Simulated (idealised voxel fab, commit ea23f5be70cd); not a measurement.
process module | voxel ribs on slabs
cross-section cut | 265 nm wide | cells 5 nm
A cross-section is a grid of square cells, given in bands from the top down. A band is one or more rows of cells.
Each band's line starts with the height of the band's top and of its bottom, in nm. Then come its materials from left to right, each with its width in nm. One material with "throughout" fills the band from edge to edge. "air" is empty space.
Height 0 is the level under which the wafer as received is all one material. The lowest band goes on downwards, as in "0 down".
A width such as "30 to 40" changes by the same amount from each row of cells to the next, from the band's top row to its bottom row.
"no change" after a step means that no cell of the cross-section changed.
closed voids: empty space of 8 cells or more with no open way to the top, each as width x height at its distance from the left edge, in nm
after a step's settings: what the simulator itself notes on the step
overlay nm, on a step with a mask: how far to the right of its planned place the mask lay; to the left if negative
plan
1 op RECEIVE | material Si
2 op DIRECTIONAL_DEP | material SiO2 | thk nm 20
3 op DIRECTIONAL_DEP | material polySi | thk nm 20
4 op DIRECTIONAL_DEP | material aC | thk nm 15
5 op PATTERN | tone cover | mask id RIB | material resist | width nm 20 | thk nm 30 | overlay nm 0
6 op DIRECTIONAL_ETCH | etch materials aC | depth nm 15
7 op STRIP | etch materials resist
8 op DIRECTIONAL_ETCH | etch materials polySi | depth nm 10
9 op STRIP | etch materials aC
10 op MASKED_ETCH | tone cover | mask id SLAB | width nm 50 | etch materials polySi | depth nm 10 | overlay nm 0
11 op FILL_DEP | material SiO2 | thk nm 15
12 op CMP | height nm 50
13 op DIRECTIONAL_DEP | material W | thk nm 10
14 op MASKED_ETCH | tone cover | mask id HEATER | width nm 30 | etch materials W | depth nm 10 | overlay nm 0
15 op CONFORMAL_DEP | material SiN | thk nm 5
as received, after step 1
  0 down: Si throughout
  closed voids: none
a wafer at the end: this start, this plan, one mistake
  60 to 50: air 115 | W 30 | air 120
  50 to 40: SiO2 throughout
  40 to 30: SiO2 120 | polySi 20 | SiO2 125
  30 to 20: SiO2 105 | polySi 50 | SiO2 110
  20 to 0: SiO2 throughout
  0 down: Si throughout
  closed voids: none
what went wrong: step 15 was left out
